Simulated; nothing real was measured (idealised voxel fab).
Presented below is a process module, voxel spacer lines.
The figure presents cross-section cut, which has a width of 205 nm and is divided into square cells with an edge length of 5 nm.
Just so we're on the same page, the cross-sections are grids of square cells, and they're listed out in bands top to bottom, each band one or more rows deep.
Each band's line starts with the height of the band's top and of its bottom, in nm. Then come its materials from left to right, each with its width in nm. One material with "full width" fills the band from edge to edge. "empty" is empty space.
For the purposes of this specification, 0 denotes the height below which the wafer in its as-received condition is composed wholly of one material, and the lowermost band, lacking a lower limit, extends downward without end, as expressed in "0 and below".
Think of "30->40" as a width that walks from the first number to the second as you go down the band, top row to bottom row, taking equal-sized steps from row to row.
A step reported as "same as before" is a step in which no cell of the cross-section changed.
The label "Unvented internal voids" introduces a list of the empty spaces, 8 cells or larger, that have no open way up to the top; each entry in it reads width x height at distance, where the distance is taken from the left edge and all three are stated in nm.
Note: text after step settings on the step line = simulator remark on that step.
"overlay nm", when on a step's line for a step with a mask, measures how far to the right of its planned place the mask lay; a negative measure means to the left.
Process steps foreseen in the plan
- 1: RECEIVE, material Si
- 2: CONFORMAL_DEP, material Al2O3, thk nm 5
- 3: DIRECTIONAL_DEP, material polySi, thk nm 20
- 4: DIRECTIONAL_DEP, material aC, thk nm 20
- 5: PATTERN, tone cover, mask id MANDREL, material resist, width nm 25, pitch nm 70, thk nm 30, overlay nm 0
- 6: DIRECTIONAL_ETCH, etch materials aC, depth nm 20
- 7: STRIP, etch materials resist
- 8: CONFORMAL_DEP, material SiN, thk nm 10
- 9: DIRECTIONAL_ETCH, etch materials SiN, depth nm 10
- 10: STRIP, etch materials aC
- 11: DIRECTIONAL_ETCH, etch materials polySi, depth nm 20
- 12: STRIP, etch materials SiN
- 13: FILL_DEP, material SiO2, thk nm 10
- 14: CMP, height nm 25
First of two wafers - as planned
The cross-section here shows the wafer as received, i.e. in its state after step 1
- 0 and below = Si full width
- Unvented internal voids: none
Sectional view: wafer, after step 2
- 5 down to 0 = Al2O3 full width
- Lower than 0, everything is as it was.
Sectional view: wafer, after step 3
- 25 down to 5 = polySi full width
- Lower than 5, everything is as it was.
Sectional view: wafer, after step 4
- 45 down to 25 = aC full width
- Lower than 25, everything is as it was.
Sectional view: wafer, after step 5
- 75 down to 45 = empty 55 nm, then resist 25 nm, then empty 45 nm, then resist 25 nm, then empty 55 nm
- Lower than 45, everything is as it was.
Sectional view: wafer, after step 6
- 55 down to 45 = empty 55 nm, then resist 25 nm, then empty 45 nm, then resist 25 nm, then empty 55 nm
- 45 down to 25 = empty 55 nm, then aC 25 nm, then empty 45 nm, then aC 25 nm, then empty 55 nm
- Lower than 25, everything is as it was.
Sectional view: wafer, after step 7
- 45 down to 25 = empty 55 nm, then aC 25 nm, then empty 45 nm, then aC 25 nm, then empty 55 nm
- Lower than 25, everything is as it was.
Sectional view: wafer, after step 8
- 55 down to 45 = empty 45 nm, then SiN 45 nm, then empty 25 nm, then SiN 45 nm, then empty 45 nm
- 45 down to 35 = empty 45 nm, then SiN 10 nm, then aC 25 nm, then SiN 10 nm, then empty 25 nm, then SiN 10 nm, then aC 25 nm, then SiN 10 nm, then empty 45 nm
- 35 down to 25 = SiN 55 nm, then aC 25 nm, then SiN 45 nm, then aC 25 nm, then SiN 55 nm
- Lower than 25, everything is as it was.
Sectional view: wafer, after step 9
- 45 down to 25 = empty 45 nm, then SiN 10 nm, then aC 25 nm, then SiN 10 nm, then empty 25 nm, then SiN 10 nm, then aC 25 nm, then SiN 10 nm, then empty 45 nm
- Lower than 25, everything is as it was.
Sectional view: wafer, after step 10
- 45 down to 25 = empty 45 nm, then SiN 10 nm, then empty 25 nm, then SiN 10 nm, then empty 25 nm, then SiN 10 nm, then empty 25 nm, then SiN 10 nm, then empty 45 nm
- Lower than 25, everything is as it was.
Sectional view: wafer, after step 11
- 45 down to 25 = empty 45 nm, then SiN 10 nm, then empty 25 nm, then SiN 10 nm, then empty 25 nm, then SiN 10 nm, then empty 25 nm, then SiN 10 nm, then empty 45 nm
- 25 down to 5 = empty 45 nm, then polySi 10 nm, then empty 25 nm, then polySi 10 nm, then empty 25 nm, then polySi 10 nm, then empty 25 nm, then polySi 10 nm, then empty 45 nm
- Lower than 5, everything is as it was.
Sectional view: wafer, after step 12
- 25 down to 5 = empty 45 nm, then polySi 10 nm, then empty 25 nm, then polySi 10 nm, then empty 25 nm, then polySi 10 nm, then empty 25 nm, then polySi 10 nm, then empty 45 nm
- Lower than 5, everything is as it was.
Sectional view: wafer, after step 13
- 35 down to 25 = SiO2 full width
- 25 down to 5 = SiO2 45 nm, then polySi 10 nm, then SiO2 25 nm, then polySi 10 nm, then SiO2 25 nm, then polySi 10 nm, then SiO2 25 nm, then polySi 10 nm, then SiO2 45 nm
- Lower than 5, everything is as it was.
Sectional view: wafer, after step 14
- 25 down to 5 = SiO2 45 nm, then polySi 10 nm, then SiO2 25 nm, then polySi 10 nm, then SiO2 25 nm, then polySi 10 nm, then SiO2 25 nm, then polySi 10 nm, then SiO2 45 nm
- Lower than 5, everything is as it was.
Now the other wafer: same start, same recipe, but we messed up one thing when running it. Up to and including step 6 it's the same as the first one
Second wafer, sectioned view, at step 7's planned end time
- 45 down to 25 = empty 55 nm, then aC 25 nm, then empty 45 nm, then aC 25 nm, then empty 55 nm
- Lower than 25, everything is as it was.
Second wafer, sectioned view, at step 8's planned end time
- 55 down to 45 = empty 45 nm, then SiN 45 nm, then empty 25 nm, then SiN 45 nm, then empty 45 nm
- 45 down to 35 = empty 45 nm, then SiN 10 nm, then aC 25 nm, then SiN 10 nm, then empty 25 nm, then SiN 10 nm, then aC 25 nm, then SiN 10 nm, then empty 45 nm
- 35 down to 25 = SiN 55 nm, then aC 25 nm, then SiN 45 nm, then aC 25 nm, then SiN 55 nm
- Lower than 25, everything is as it was.
Second wafer, sectioned view, at step 9's planned end time
- 45 down to 25 = empty 45 nm, then SiN 10 nm, then aC 25 nm, then SiN 10 nm, then empty 25 nm, then SiN 10 nm, then aC 25 nm, then SiN 10 nm, then empty 45 nm
- Lower than 25, everything is as it was.
Second wafer, sectioned view, at step 10's planned end time
- 45 down to 25 = empty 45 nm, then SiN 10 nm, then empty 25 nm, then SiN 10 nm, then empty 25 nm, then SiN 10 nm, then empty 25 nm, then SiN 10 nm, then empty 45 nm
- Lower than 25, everything is as it was.
Second wafer, sectioned view, at step 11's planned end time
- 45 down to 25 = empty 45 nm, then SiN 10 nm, then empty 25 nm, then SiN 10 nm, then empty 25 nm, then SiN 10 nm, then empty 25 nm, then SiN 10 nm, then empty 45 nm
- 25 down to 5 = empty 45 nm, then polySi 10 nm, then empty 25 nm, then polySi 10 nm, then empty 25 nm, then polySi 10 nm, then empty 25 nm, then polySi 10 nm, then empty 45 nm
- Lower than 5, everything is as it was.
Second wafer, sectioned view, at step 12's planned end time
- 25 down to 5 = empty 45 nm, then polySi 10 nm, then empty 25 nm, then polySi 10 nm, then empty 25 nm, then polySi 10 nm, then empty 25 nm, then polySi 10 nm, then empty 45 nm
- Lower than 5, everything is as it was.
Second wafer, sectioned view, at step 13's planned end time
- 35 down to 25 = SiO2 full width
- 25 down to 5 = SiO2 45 nm, then polySi 10 nm, then SiO2 25 nm, then polySi 10 nm, then SiO2 25 nm, then polySi 10 nm, then SiO2 25 nm, then polySi 10 nm, then SiO2 45 nm
- Lower than 5, everything is as it was.
Second wafer, sectioned view, at step 14's planned end time
- 25 down to 5 = SiO2 45 nm, then polySi 10 nm, then SiO2 25 nm, then polySi 10 nm, then SiO2 25 nm, then polySi 10 nm, then SiO2 25 nm, then polySi 10 nm, then SiO2 45 nm
- Lower than 5, everything is as it was.
So what did we get wrong on this run? step 7 of the plan was twice carried out
Final cross-sections of the two wafers are identical, so the mistake has no effect on what this model computes.
